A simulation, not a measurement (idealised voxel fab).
Process module in this document: voxel self aligned contacts
The cross-section shown here is cut; it is 150 nm wide and divided into square cells measuring 5 nm on a side.
Heads up, the way a cross-section reads in here is a grid of square cells, handed over as bands from the top down, with every band being one or more rows of cells. The entry gives the band's vertical extent as a top height and a bottom height in nm, then its horizontal make-up as materials from left to right, each with a width in nm. "air" stands for empty space; a single material marked "all across" fills the band edge to edge. Zero point of the height axis is 0; under it, received wafer = one material. Lowest band: continues down indefinitely, "top 0, no bottom". Width: "30..40" (first number = top row, second number = bottom row, same change from row to row of cells). Reading "remains unaltered" for a step: not a cell of the cross-section changed in it. In the "Unvented cavities" entry, you get each enclosed empty space of 8 cells or more, one with no open way to the top, written width x height at distance, distance from the left edge, in nm. Post-settings text on a step line: simulator's own remark regarding the step. On any step carrying a mask, the "overlay nm" setting, if present on the step's line, tells how far right of its planned place the mask lay; negative values point to the left.
PROCESS STEPS (PLANNED)
| 1 | RECEIVE | material Si |
| 2 | OXIDIZE | depth nm 5 |
| 3 | DIRECTIONAL_DEP | material polySi | thk nm 30 |
| 4 | DIRECTIONAL_DEP | material SiN | thk nm 20 |
| 5 | MASKED_ETCH | tone cover | mask id GATE | width nm 35 | pitch nm 70 | etch materials SiN | depth nm 20 | overlay nm 0 |
| 6 | MASKED_ETCH | tone cover | mask id GATE | width nm 35 | pitch nm 70 | etch materials polySi | depth nm 30 | overlay nm 0 |
| 7 | CONFORMAL_DEP | material SiN | thk nm 5 |
| 8 | DIRECTIONAL_ETCH | etch materials SiN | depth nm 5 |
| 9 | FILL_DEP | material SiO2 | thk nm 15 |
| 10 | CMP | height nm 60 |
| 11 | PATTERN | tone open | mask id CONTACT | material resist | width nm 45 | thk nm 20 | overlay nm 0 |
| 12 | DIRECTIONAL_ETCH | etch materials SiO2 | depth nm 55 |
| 13 | STRIP | etch materials resist |
| 14 | CONFORMAL_DEP | material TiN | thk nm 5 |
| 15 | FILL_DEP | material Ru | thk nm 10 |
| 16 | CMP | height nm 60 |
| 17 | CONFORMAL_DEP | material SiN | thk nm 5 |
For clarity, it should be stated that the wafers under discussion commence in an identical condition and differ with respect to the depth nm of step 12, the plan indicating the value that the first wafer had.
AS RECEIVED, I.E. AFTER STEP 1: CROSS-SECTION THROUGH THE FIRST OF SEVERAL WAFERS
top 0, no bottom | Si all across
Unvented cavities: none
THE TABLE BELOW HAS ONE ROW FOR EACH WAFER; A ROW SHOWS, AS OF THE END OF THE MODULE, HOW MANY CELLS OF EACH MATERIAL THE WAFER HAS GAINED, MARKED (+), OR LOST, MARKED (-), SINCE IT WAS RECEIVED, AND THEN THE WAFER'S CLOSED VOIDS
depth nm 55; +34 Ru; -30 Si; +126 SiN; +147 SiO2; +29 TiN; +84 polySi; Unvented cavities: none
depth nm 60; +37 Ru; -30 Si; +126 SiN; +142 SiO2; +31 TiN; +84 polySi; Unvented cavities: none
depth nm 65; +40 Ru; -30 Si; +126 SiN; +137 SiO2; +33 TiN; +84 polySi; Unvented cavities: none
depth nm 70; +40 Ru; -30 Si; +126 SiN; +137 SiO2; +33 TiN; +84 polySi; Unvented cavities: none
depth nm 75; +40 Ru; -30 Si; +126 SiN; +137 SiO2; +33 TiN; +84 polySi; Unvented cavities: none
depth nm 80; +40 Ru; -30 Si; +126 SiN; +137 SiO2; +33 TiN; +84 polySi; Unvented cavities: none
